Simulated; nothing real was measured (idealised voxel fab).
The process module presented herein is designated voxel plated lines.
We display cut, a cross-section 265 nm in width whose square cells are each 5 nm.
This document writes a cross-section as a grid whose cells are square, and gives it as bands, listed from the top down; one or more rows of cells form a band.
For a band, the entry starts with two heights in nm, that of the top and then that of the bottom, and carries on with the band's materials in order from left to right, each alongside its width in nm; the word "all across" beside a single material means it fills the band edge to edge, and "empty" means empty space.
Beneath 0, the wafer as received is one material, and that level is where height counting begins. The lowest band goes on downward without a bottom; it is written like "0 and below".
A width given as "30->40" starts at the first number in the band's top row and ends at the second number in its bottom row, shifting by an equal amount at every step from row to row.
For the purposes of this document, the phrase "changes: none" attached to a step denotes that no cell within the cross-section was modified by that step.
Empty spaces without an open route to the top, at least 8 cells in extent, make up the entry "Enclosed voids"; each is given as width x height at distance, where the distance is measured from the left edge, and all are in nm.
Whatever follows a step's settings on its line is a remark the simulator itself makes about that step.
overlay nm: right-of-plan distance of the mask on a masked step; negative values mean left-of-plan.

The process steps that were planned are listed below
1. RECEIVE [material Si]
2. CONFORMAL_DEP [material Al2O3] [thk nm 10]
3. DIRECTIONAL_DEP [material TiN] [thk nm 5]
4. PATTERN [tone open] [mask id LINES] [material resist] [width nm 25] [pitch nm 45] [thk nm 20] [overlay nm 0]
5. EPI [material Ru] [thk nm 5]
6. STRIP [etch materials resist]
7. DIRECTIONAL_ETCH [etch materials TiN] [depth nm 5]
8. CONFORMAL_DEP [material SiCN] [thk nm 10]

First wafer, two in total, run as planned

Wafer cross-section on receipt, i.e. after step 1
> 0 and below = Si all across
> Enclosed voids: none

The wafer in cross-section once step 2 is complete
> 10 down to 0 = Al2O3 all across
> For the remainder of the cross-section, below 0, there is no change.

The wafer in cross-section once step 3 is complete
> 15 down to 10 = TiN all across
> For the remainder of the cross-section, below 10, there is no change.

The wafer in cross-section once step 4 is complete
> 35 down to 15 = 95 of resist  25 of empty  20 of resist  25 of empty  100 of resist
> For the remainder of the cross-section, below 15, there is no change.

The wafer in cross-section once step 5 is complete
> 35 down to 20 = 95 of resist  25 of empty  20 of resist  25 of empty  100 of resist
> 20 down to 15 = 95 of resist  25 of Ru  20 of resist  25 of Ru  100 of resist
> For the remainder of the cross-section, below 15, there is no change.

The wafer in cross-section once step 6 is complete
> 20 down to 15 = 95 of empty  25 of Ru  20 of empty  25 of Ru  100 of empty
> For the remainder of the cross-section, below 15, there is no change.

The wafer in cross-section once step 7 is complete
> 20 down to 15 = 95 of empty  25 of Ru  20 of empty  25 of Ru  100 of empty
> 15 down to 10 = 95 of empty  25 of TiN  20 of empty  25 of TiN  100 of empty
> For the remainder of the cross-section, below 10, there is no change.

The wafer in cross-section once step 8 is complete
> 30 down to 20 = 85 of empty  90 of SiCN  90 of empty
> 20 down to 15 = 95 of SiCN  25 of Ru  20 of SiCN  25 of Ru  100 of SiCN
> 15 down to 10 = 95 of SiCN  25 of TiN  20 of SiCN  25 of TiN  100 of SiCN
> For the remainder of the cross-section, below 10, there is no change.

Second wafer, same starting conditions and recipe as the first, one mistake in executing it, nothing differs from the first up to and including step 7

At the planned end of step 8, the second wafer in cross-section
> 30 down to 20 = 85 of empty  90 of Al2O3  90 of empty
> 20 down to 15 = 95 of Al2O3  25 of Ru  20 of Al2O3  25 of Ru  100 of Al2O3
> 15 down to 10 = 95 of Al2O3  25 of TiN  20 of Al2O3  25 of TiN  100 of Al2O3
> For the remainder of the cross-section, below 10, there is no change.
What broke from the plan during processing? step 8 did not use the planned setting and instead ran as CONFORMAL_DEP [material Al2O3] [thk nm 10]
Final comparison by cell count, materials where the second wafer has more or fewer than the first: 122 more of Al2O3; 122 fewer of SiCN
